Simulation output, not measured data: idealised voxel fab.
process module | voxel self aligned vias
cross-section cut | 225 nm wide | cells 5 nm
A cross-section is a grid of square cells, given in bands from the top down. A band is one or more rows of cells.
Each band's line starts with the height of the band's top and of its bottom, in nm. Then come its materials from left to right, each with its width in nm. One material with "throughout" fills the band from edge to edge. "air" is empty space.
Height 0 is the level under which the wafer as received is all one material. The lowest band goes on downwards, as in "0 down".
A width such as "30 to 40" changes by the same amount from each row of cells to the next, from the band's top row to its bottom row.
"no change" after a step means that no cell of the cross-section changed.
closed voids: empty space of 8 cells or more with no open way to the top, each as width x height at its distance from the left edge, in nm
after a step's settings: what the simulator itself notes on the step
overlay nm, on a step with a mask: how far to the right of its planned place the mask lay; to the left if negative
plan
1 op RECEIVE | material Si
2 op CONFORMAL_DEP | material SiO2 | thk nm 10
3 op CONFORMAL_DEP | material SiCN | thk nm 5
4 op DIRECTIONAL_DEP | material lowk | thk nm 20
5 op DIRECTIONAL_DEP | material aC | thk nm 10
6 op PATTERN | tone open | mask id LINES | material resist | width nm 20 | pitch nm 55 | thk nm 25 | overlay nm -15
7 op DIRECTIONAL_ETCH | etch materials aC | depth nm 10
8 op STRIP | etch materials resist
9 op DIRECTIONAL_ETCH | etch materials lowk | depth nm 20
10 op STRIP | etch materials aC
11 op CONFORMAL_DEP | material TiN | thk nm 5
12 op FILL_DEP | material Ru | thk nm 10
13 op CMP | height nm 35
14 op SELECTIVE_ETCH | etch materials W Ru TiN | depth nm 5
15 op FILL_DEP | material SiN | thk nm 10
16 op CMP | height nm 35
17 op DIRECTIONAL_DEP | material lowk | thk nm 15
18 op DIRECTIONAL_DEP | material aC | thk nm 10
19 op PATTERN | tone open | mask id VIAS | material resist | width nm 40 | pitch nm 110 | thk nm 25 | overlay nm 0
20 op DIRECTIONAL_ETCH | etch materials aC | depth nm 10
21 op STRIP | etch materials resist
22 op DIRECTIONAL_ETCH | etch materials lowk | depth nm 15
23 op DIRECTIONAL_ETCH | etch materials SiN | depth nm 5
24 op STRIP | etch materials aC
25 op CONFORMAL_DEP | material TiN | thk nm 5
26 op FILL_DEP | material Ru | thk nm 10
27 op CMP | height nm 50
28 op CONFORMAL_DEP | material SiCN | thk nm 5
varied across the wafers: overlay nm of step 6. The plan shows the first wafer's value. All wafers start alike
first wafer as received, after step 1
  0 down: Si throughout
  closed voids: none
each wafer at the end: cells of each material gained (+) or lost (-) since it was received, then its closed voids
overlay nm -15 | +38 Ru | +90 SiCN | +6 SiN | +90 SiO2 | +52 TiN | +219 lowk | closed voids: none
overlay nm -10 | +40 Ru | +90 SiCN | +4 SiN | +90 SiO2 | +52 TiN | +219 lowk | closed voids: none
overlay nm -5 | +40 Ru | +90 SiCN | +4 SiN | +90 SiO2 | +52 TiN | +219 lowk | closed voids: none
overlay nm 0 | +40 Ru | +90 SiCN | +4 SiN | +90 SiO2 | +52 TiN | +219 lowk | closed voids: none
overlay nm 5 | +40 Ru | +90 SiCN | +4 SiN | +90 SiO2 | +52 TiN | +219 lowk | closed voids: none
overlay nm 10 | +40 Ru | +90 SiCN | +4 SiN | +90 SiO2 | +52 TiN | +219 lowk | closed voids: none
overlay nm 15 | +38 Ru | +90 SiCN | +6 SiN | +90 SiO2 | +52 TiN | +219 lowk | closed voids: none
